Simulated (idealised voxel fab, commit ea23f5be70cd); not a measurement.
process module | voxel wiring stack
cross-section cut | 195 nm wide | cells 5 nm
A cross-section is a grid of square cells, given in bands from the top down. A band is one or more rows of cells.
Each band's line starts with the height of the band's top and of its bottom, in nm. Then come its materials from left to right, each with its width in nm. One material with "throughout" fills the band from edge to edge. "air" is empty space.
Height 0 is the level under which the wafer as received is all one material. The lowest band goes on downwards, as in "0 down".
A width such as "30 to 40" changes by the same amount from each row of cells to the next, from the band's top row to its bottom row.
"no change" after a step means that no cell of the cross-section changed.
closed voids: empty space of 8 cells or more with no open way to the top, each as width x height at its distance from the left edge, in nm
after a step's settings: what the simulator itself notes on the step
overlay nm, on a step with a mask: how far to the right of its planned place the mask lay; to the left if negative
plan
1 op RECEIVE | material Si
2 op CONFORMAL_DEP | material SiO2 | thk nm 10
3 op CONFORMAL_DEP | material SiCN | thk nm 5
4 op DIRECTIONAL_DEP | material lowk | thk nm 20
5 op MASKED_ETCH | tone open | mask id METAL_1 | width nm 25 | pitch nm 45 | etch materials lowk | depth nm 20 | overlay nm 0
6 op MASKED_ETCH | tone open | mask id METAL_1 | width nm 25 | pitch nm 45 | etch materials SiCN | depth nm 5 | overlay nm 0
7 op CONFORMAL_DEP | material TiN | thk nm 5
8 op FILL_DEP | material Ru | thk nm 5
9 op CMP | height nm 35
10 op CONFORMAL_DEP | material SiCN | thk nm 5
11 op DIRECTIONAL_DEP | material SiO2 | thk nm 35
12 op MASKED_ETCH | tone open | mask id METAL_2_HOLES | width nm 15 | pitch nm 45 | etch materials SiO2 | depth nm 35 | overlay nm 0
13 op DIRECTIONAL_DEP | material aC | thk nm 15
14 op PATTERN | tone open | mask id METAL_2 | material resist | width nm 25 | pitch nm 45 | thk nm 30 | overlay nm 0
15 op DIRECTIONAL_ETCH | etch materials aC | depth nm 15
16 op STRIP | etch materials resist
17 op DIRECTIONAL_ETCH | etch materials SiO2 | depth nm 20
18 op DIRECTIONAL_ETCH | etch materials SiCN | depth nm 5
19 op STRIP | etch materials aC
20 op CONFORMAL_DEP | material TiN | thk nm 5
21 op FILL_DEP | material Cu | thk nm 5
22 op CMP | height nm 75
23 op CONFORMAL_DEP | material SiCN | thk nm 5
24 op DIRECTIONAL_DEP | material SiO2 | thk nm 10
25 op DIRECTIONAL_DEP | material aC | thk nm 10
26 op PATTERN | tone open | mask id PLUG_2 | material resist | width nm 15 | pitch nm 90 | thk nm 25 | overlay nm 0
27 op DIRECTIONAL_ETCH | etch materials aC | depth nm 5
28 op STRIP | etch materials resist
29 op DIRECTIONAL_ETCH | etch materials SiO2 | depth nm 10
30 op DIRECTIONAL_ETCH | etch materials SiCN | depth nm 5
31 op STRIP | etch materials aC
32 op CONFORMAL_DEP | material TiN | thk nm 5
33 op FILL_DEP | material Cu | thk nm 5
34 op CMP | height nm 90
35 op DIRECTIONAL_DEP | material TiN | thk nm 5
36 op DIRECTIONAL_DEP | material W | thk nm 20
37 op MASKED_ETCH | tone cover | mask id METAL_3 | width nm 25 | pitch nm 45 | etch materials W | depth nm 20 | overlay nm 0
38 op MASKED_ETCH | tone cover | mask id METAL_3 | width nm 25 | pitch nm 45 | etch materials TiN | depth nm 5 | overlay nm 0
39 op CONFORMAL_DEP | material SiCN | thk nm 5
40 op FILL_DEP | material SiO2 | thk nm 10
41 op CMP | height nm 115
42 op CONFORMAL_DEP | material SiN | thk nm 5
varied across the wafers: depth nm of step 27. The plan shows the first wafer's value. All wafers start alike
first wafer as received, after step 1
  0 down: Si throughout
  closed voids: none
first wafer at the end, after step 42
  120 to 115: SiN throughout
  115 to 95: SiO2 35 | SiCN 5 | W 25 | SiCN 5 | SiO2 10 | SiCN 5 | W 25 | SiCN 5 | SiO2 10 | SiCN 5 | W 25 | SiCN 5 | SiO2 35
  95 to 90: SiCN 40 | TiN 25 | SiCN 20 | TiN 25 | SiCN 20 | TiN 25 | SiCN 40
  90 to 80: SiO2 throughout
  80 to 75: SiCN throughout
  75 to 60: SiO2 40 | TiN 5 | Cu 15 | TiN 5 | SiO2 20 | TiN 5 | Cu 15 | TiN 5 | SiO2 20 | TiN 5 | Cu 15 | TiN 5 | SiO2 40
  60 to 55: SiO2 40 | TiN 5 | Cu 5 | TiN 15 | SiO2 20 | TiN 5 | Cu 5 | TiN 15 | SiO2 20 | TiN 5 | Cu 5 | TiN 15 | SiO2 40
  55 to 40: SiO2 40 | TiN 5 | Cu 5 | TiN 5 | SiO2 30 | TiN 5 | Cu 5 | TiN 5 | SiO2 30 | TiN 5 | Cu 5 | TiN 5 | SiO2 50
  40 to 35: SiCN 40 | TiN 15 | SiCN 30 | TiN 15 | SiCN 30 | TiN 15 | SiCN 50
  35 to 15: lowk 40 | TiN 5 | Ru 15 | TiN 5 | lowk 20 | TiN 5 | Ru 15 | TiN 5 | lowk 20 | TiN 5 | Ru 15 | TiN 5 | lowk 40
  15 to 10: SiCN 40 | TiN 25 | SiCN 20 | TiN 25 | SiCN 20 | TiN 25 | SiCN 40
  10 to 0: SiO2 throughout
  0 down: Si throughout
  closed voids: none
last wafer at the end
  120 to 115: SiN throughout
  115 to 95: SiO2 35 | SiCN 5 | W 25 | SiCN 5 | SiO2 10 | SiCN 5 | W 25 | SiCN 5 | SiO2 10 | SiCN 5 | W 25 | SiCN 5 | SiO2 35
  95 to 90: SiCN 40 | TiN 25 | SiCN 20 | TiN 25 | SiCN 20 | TiN 25 | SiCN 40
  90 to 80: SiO2 40 | TiN 5 | Cu 5 | TiN 5 | SiO2 75 | TiN 5 | Cu 5 | TiN 5 | SiO2 50
  80 to 75: SiCN 40 | TiN 15 | SiCN 75 | TiN 15 | SiCN 50
  75 to 60: SiO2 40 | TiN 5 | Cu 15 | TiN 5 | SiO2 20 | TiN 5 | Cu 15 | TiN 5 | SiO2 20 | TiN 5 | Cu 15 | TiN 5 | SiO2 40
  60 to 55: SiO2 40 | TiN 5 | Cu 5 | TiN 15 | SiO2 20 | TiN 5 | Cu 5 | TiN 15 | SiO2 20 | TiN 5 | Cu 5 | TiN 15 | SiO2 40
  55 to 40: SiO2 40 | TiN 5 | Cu 5 | TiN 5 | SiO2 30 | TiN 5 | Cu 5 | TiN 5 | SiO2 30 | TiN 5 | Cu 5 | TiN 5 | SiO2 50
  40 to 35: SiCN 40 | TiN 15 | SiCN 30 | TiN 15 | SiCN 30 | TiN 15 | SiCN 50
  35 to 15: lowk 40 | TiN 5 | Ru 15 | TiN 5 | lowk 20 | TiN 5 | Ru 15 | TiN 5 | lowk 20 | TiN 5 | Ru 15 | TiN 5 | lowk 40
  15 to 10: SiCN 40 | TiN 25 | SiCN 20 | TiN 25 | SiCN 20 | TiN 25 | SiCN 40
  10 to 0: SiO2 throughout
  0 down: Si throughout
  closed voids: none
each wafer at the end: cells of each material gained (+) or lost (-) since it was received, then its closed voids
depth nm 5 | +39 Cu | +36 Ru | +141 SiCN | +39 SiN | +414 SiO2 | +111 TiN | +60 W | +96 lowk | closed voids: none
depth nm 10 | +43 Cu | +36 Ru | +135 SiCN | +39 SiN | +402 SiO2 | +125 TiN | +60 W | +96 lowk | closed voids: none
depth nm 15 | +43 Cu | +36 Ru | +135 SiCN | +39 SiN | +402 SiO2 | +125 TiN | +60 W | +96 lowk | closed voids: none
depth nm 20 | +43 Cu | +36 Ru | +135 SiCN | +39 SiN | +402 SiO2 | +125 TiN | +60 W | +96 lowk | closed voids: none
depth nm 25 | +43 Cu | +36 Ru | +135 SiCN | +39 SiN | +402 SiO2 | +125 TiN | +60 W | +96 lowk | closed voids: none
